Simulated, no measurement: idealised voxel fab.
Process module in this document: voxel fin reveal
Shown is cross-section cut, with a width of 270 nm and square cells of size 5 nm.
In what follows, cross-sections appear as grids of square cells, described through bands that run from the top down, where every band is one or more rows of cells. In this notation a band is specified by the heights of its top and bottom, in that order and in nm, after which its materials appear from left to right, each paired with its width in nm. The word "full width" attached to a single material means that material fills the band from edge to edge; the word "blank" stands for empty space. Heights from 0 (as-received wafer is one material below). Bottom band endless downward, as "top 0, no bottom". Think of "30..40" as a width that walks from the first number to the second as you go down the band, top row to bottom row, taking equal-sized steps from row to row. Given "changes: none" for a step, no cell of the cross-section differs between before and after that step. "Enclosed void inventory" means: voids of 8 cells or more that are shut off from the top with no open way through. Written width x height at distance, distance from the left edge, in nm. What comes after the settings on a step's line is commentary from the simulator itself on that step. overlay nm: mask right of planned place by this much (step with mask). Neg. = left.

[List of planned process steps]
1,RECEIVE,material Si
2,CONFORMAL_DEP,material SiN,thk nm 5
3,PATTERN,tone cover,mask id FINS,material resist,width nm 15,pitch nm 45,thk nm 20,overlay nm 0
4,DIRECTIONAL_ETCH,etch materials SiN,depth nm 5
5,DIRECTIONAL_ETCH,etch materials Si,depth nm 30
6,STRIP,etch materials resist
7,FILL_DEP,material SiO2,thk nm 15
8,CMP,height nm 5
9,SELECTIVE_ETCH,etch materials SiO2,depth nm 15
10,STRIP,etch materials SiN
11,CONFORMAL_DEP,material HfO2,thk nm 5

[Wafer, first of two, run as planned]

[Wafer as received: cross-section following step 1]
  top 0, no bottom = Si full width
  Enclosed void inventory: none

[The wafer, seen in cross-section, after step 2]
  top 5, bottom 0 = SiN full width
  Beneath the level 0, the cross-section is identical to its previous state.

[The wafer, seen in cross-section, after step 3]
  top 25, bottom 5 = blank 80; resist 15; blank 30; resist 15; blank 30; resist 15; blank 85
  Beneath the level 5, the cross-section is identical to its previous state.

[The wafer, seen in cross-section, after step 4]
  top 25, bottom 5 = blank 80; resist 15; blank 30; resist 15; blank 30; resist 15; blank 85
  top 5, bottom 0 = blank 80; SiN 15; blank 30; SiN 15; blank 30; SiN 15; blank 85
  Beneath the level 0, the cross-section is identical to its previous state.

[The wafer, seen in cross-section, after step 5]
  top 25, bottom 5 = blank 80; resist 15; blank 30; resist 15; blank 30; resist 15; blank 85
  top 5, bottom 0 = blank 80; SiN 15; blank 30; SiN 15; blank 30; SiN 15; blank 85
  top 0, bottom -30 = blank 80; Si 15; blank 30; Si 15; blank 30; Si 15; blank 85
  Beneath the level -30, the cross-section is identical to its previous state.

[The wafer, seen in cross-section, after step 6]
  top 5, bottom 0 = blank 80; SiN 15; blank 30; SiN 15; blank 30; SiN 15; blank 85
  Beneath the level 0, the cross-section is identical to its previous state.

[The wafer, seen in cross-section, after step 7]
  top 20, bottom 5 = SiO2 full width
  top 5, bottom 0 = SiO2 80; SiN 15; SiO2 30; SiN 15; SiO2 30; SiN 15; SiO2 85
  top 0, bottom -30 = SiO2 80; Si 15; SiO2 30; Si 15; SiO2 30; Si 15; SiO2 85
  Beneath the level -30, the cross-section is identical to its previous state.

[The wafer, seen in cross-section, after step 8]
  top 5, bottom 0 = SiO2 80; SiN 15; SiO2 30; SiN 15; SiO2 30; SiN 15; SiO2 85
  Beneath the level 0, the cross-section is identical to its previous state.

[The wafer, seen in cross-section, after step 9]
  top 5, bottom 0 = blank 80; SiN 15; blank 30; SiN 15; blank 30; SiN 15; blank 85
  top 0, bottom -10 = blank 80; Si 15; blank 30; Si 15; blank 30; Si 15; blank 85
  Beneath the level -10, the cross-section is identical to its previous state.

[The wafer, seen in cross-section, after step 10]
  top 0, bottom -10 = blank 80; Si 15; blank 30; Si 15; blank 30; Si 15; blank 85
  Beneath the level -10, the cross-section is identical to its previous state.

[The wafer, seen in cross-section, after step 11]
  top 5, bottom 0 = blank 75; HfO2 25; blank 20; HfO2 25; blank 20; HfO2 25; blank 80
  top 0, bottom -5 = blank 75; HfO2 5; Si 15; HfO2 5; blank 20; HfO2 5; Si 15; HfO2 5; blank 20; HfO2 5; Si 15; HfO2 5; blank 80
  top -5, bottom -10 = HfO2 80; Si 15; HfO2 30; Si 15; HfO2 30; Si 15; HfO2 85
  Beneath the level -10, the cross-section is identical to its previous state.

[Wafer two. Identical start, identical plan. One mistake in execution. Identical history through step 8]

[Second wafer, section view, time point: scheduled end of step 9]
  top 5, bottom 0 = blank 80; SiN 15; blank 30; SiN 15; blank 30; SiN 15; blank 85
  top 0, bottom -25 = blank 80; Si 15; blank 30; Si 15; blank 30; Si 15; blank 85
  Beneath the level -25, the cross-section is identical to its previous state.

[Second wafer, section view, time point: scheduled end of step 10]
  top 0, bottom -25 = blank 80; Si 15; blank 30; Si 15; blank 30; Si 15; blank 85
  Beneath the level -25, the cross-section is identical to its previous state.

[Second wafer, section view, time point: scheduled end of step 11]
  top 5, bottom 0 = blank 75; HfO2 25; blank 20; HfO2 25; blank 20; HfO2 25; blank 80
  top 0, bottom -20 = blank 75; HfO2 5; Si 15; HfO2 5; blank 20; HfO2 5; Si 15; HfO2 5; blank 20; HfO2 5; Si 15; HfO2 5; blank 80
  top -20, bottom -25 = HfO2 80; Si 15; HfO2 30; Si 15; HfO2 30; Si 15; HfO2 85
  Beneath the level -25, the cross-section is identical to its previous state.
Short version of what went wrong: plan step 9 was twice executed
Final tally in cells, some materials are higher or lower on the second wafer than on the first: +18 HfO2, -135 SiO2
